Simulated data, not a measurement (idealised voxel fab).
Title: Process Module voxel trench capacitor
The figure presents cross-section cut, which has a width of 210 nm and is divided into square cells with an edge length of 5 nm.
Bands, listed from the top down, are how a cross-section gets written in this document; the cross-section itself is a grid of square cells, and a band is one or more rows of them.
This entry defines a band. It first specifies the height of the band's top and the height of its bottom in nm, and then specifies the band's materials from left to right, stating each material with its width in nm. The word "throughout" identifies a single material that fills the band from edge to edge, while the word "air" identifies empty space.
Heights are measured from 0, the level below which the as-received wafer is all one material; the lowest band has no bottom and continues downward, written as in "0..down".
Per-row width for "30..40": begins at first number (top row of band), ends at second number (bottom row), increment between rows held constant.
"nothing was modified" after a step means that no cell of the cross-section changed.
Enclosed voids (no open way to top), threshold 8 cells or more, entry "Unvented internal voids", notation width x height at distance, distance from left edge, nm.
Read whatever lies past the settings on a step's line as the simulator's own remark about the step.
You can add "overlay nm" to a step's line. For a step with a mask, it describes how far the mask lay to the right of its planned position, and a negative number describes a lay to the left.
Before/after cross-section pairs, one process step each; after shown to lowest changed band; step and settings beneath. Pairs may be from different runs of this module on the same starting wafer; a pair continues from the one above only where its "Pre-processing view" entry says so.

Pre-processing view
* 10..0: 40 of air; 20 of SiN; 15 of air; 20 of SiN; 15 of air; 20 of SiN; 15 of air; 20 of SiN; 45 of air
* 0..-25: 40 of air; 20 of Si; 15 of air; 20 of Si; 15 of air; 20 of Si; 15 of air; 20 of Si; 45 of air
* -25..down: Si throughout
* Unvented internal voids: none

Post-Step Geometry
* 15..10: 35 of air; 30 of SiO2; 5 of air; 30 of SiO2; 5 of air; 30 of SiO2; 5 of air; 30 of SiO2; 40 of air
* 10..0: 35 of air; 5 of SiO2; 20 of SiN; 5 of SiO2; 5 of air; 5 of SiO2; 20 of SiN; 5 of SiO2; 5 of air; 5 of SiO2; 20 of SiN; 5 of SiO2; 5 of air; 5 of SiO2; 20 of SiN; 5 of SiO2; 40 of air
* 0..-20: 35 of air; 5 of SiO2; 20 of Si; 5 of SiO2; 5 of air; 5 of SiO2; 20 of Si; 5 of SiO2; 5 of air; 5 of SiO2; 20 of Si; 5 of SiO2; 5 of air; 5 of SiO2; 20 of Si; 5 of SiO2; 40 of air
* -20..-25: 40 of SiO2; 20 of Si; 15 of SiO2; 20 of Si; 15 of SiO2; 20 of Si; 15 of SiO2; 20 of Si; 45 of SiO2
* Under -25: no change, same as before.
* Unvented internal voids: none
Between the cross-sections above, the step performed was CONFORMAL_DEP,material SiO2,thk nm 5

Pre-processing view: this step begins from the cross-section that the pair just above shows after its step.

Post-Step Geometry
* 20..15: polySi throughout
* 15..10: 35 of polySi; 30 of SiO2; 5 of polySi; 30 of SiO2; 5 of polySi; 30 of SiO2; 5 of polySi; 30 of SiO2; 40 of polySi
* 10..0: 35 of polySi; 5 of SiO2; 20 of SiN; 5 of SiO2; 5 of polySi; 5 of SiO2; 20 of SiN; 5 of SiO2; 5 of polySi; 5 of SiO2; 20 of SiN; 5 of SiO2; 5 of polySi; 5 of SiO2; 20 of SiN; 5 of SiO2; 40 of polySi
* 0..-20: 35 of polySi; 5 of SiO2; 20 of Si; 5 of SiO2; 5 of polySi; 5 of SiO2; 20 of Si; 5 of SiO2; 5 of polySi; 5 of SiO2; 20 of Si; 5 of SiO2; 5 of polySi; 5 of SiO2; 20 of Si; 5 of SiO2; 40 of polySi
* Under -20: no change, same as before.
* Unvented internal voids: none
Between the cross-sections above, the step performed was FILL_DEP,material polySi,thk nm 5

Pre-processing view: this step begins from the cross-section that the pair just above shows after its step.

Post-Step Geometry
* 10..0: 35 of polySi; 5 of SiO2; 20 of SiN; 5 of SiO2; 5 of polySi; 5 of SiO2; 20 of SiN; 5 of SiO2; 5 of polySi; 5 of SiO2; 20 of SiN; 5 of SiO2; 5 of polySi; 5 of SiO2; 20 of SiN; 5 of SiO2; 40 of polySi
* Under 0: no change, same as before.
* Unvented internal voids: none
Between the cross-sections above, the step performed was CMP,height nm 10
